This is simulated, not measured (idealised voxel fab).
Proc. module: voxel tone inversion
This is section cut - it's 140 nm across, gridded in 5 nm square cells.
Cross-section layout: square cells on a grid; listed as bands, top to bottom; a band spans one or more cell rows. Band entry format. Leading values: height of top, height of bottom, nm. Remainder: materials in left-to-right order, each with its width in nm. Special words: "full width" on a single material, which then fills the band edge to edge; "air", empty space. Measure heights from 0. That's the level where, below it, the as-received wafer is all one material. The lowest band is bottomless and extends downward; write it as in "top 0, no bottom". Width "30 to 40": first value at the band's top row of cells, second value at its bottom row, equal change from row to row. Key: "left unchanged" - step with no changed cell in the cross-section. Empty spaces without an open route to the top, at least 8 cells in extent, make up the entry "Enclosed void entries"; each is given as width x height at distance, where the distance is measured from the left edge, and all are in nm. Heads up: the bit after the settings on a step's line is the simulator's remark on that step. overlay nm: for a step with a mask, the amount by which the mask lay right of where it was planned; a negative amount means left of it.

Planned process steps
1. RECEIVE (material Si)
2. CONFORMAL_DEP (material SiCN; thk nm 10)
3. DIRECTIONAL_DEP (material aC; thk nm 15)
4. PATTERN (tone cover; mask id POSTS; material resist; width nm 15; pitch nm 30; thk nm 25; overlay nm -15)
5. DIRECTIONAL_ETCH (etch materials aC; depth nm 15)
6. STRIP (etch materials resist)
7. FILL_DEP (material lowk; thk nm 10)
8. CMP (height nm 25)
9. STRIP (etch materials aC)
Wafers differ in overlay nm at step 4; plan lists the first wafer's value; identical starting state.

Received condition of the first of several wafers, sectioned: post-step 1
> top 0, no bottom: Si full width
> Enclosed void entries: none

Per wafer (row), end of module: delta in cells per material since receipt, (+) for gained, (-) for lost; closed voids after that
overlay nm -15 | +56 SiCN | +66 lowk | Enclosed void entries: none
overlay nm -10 | +56 SiCN | +66 lowk | Enclosed void entries: none
overlay nm -5 | +56 SiCN | +66 lowk | Enclosed void entries: none
overlay nm 0 | +56 SiCN | +66 lowk | Enclosed void entries: none
overlay nm 5 | +56 SiCN | +66 lowk | Enclosed void entries: none
overlay nm 10 | +56 SiCN | +66 lowk | Enclosed void entries: none
overlay nm 15 | +56 SiCN | +66 lowk | Enclosed void entries: none
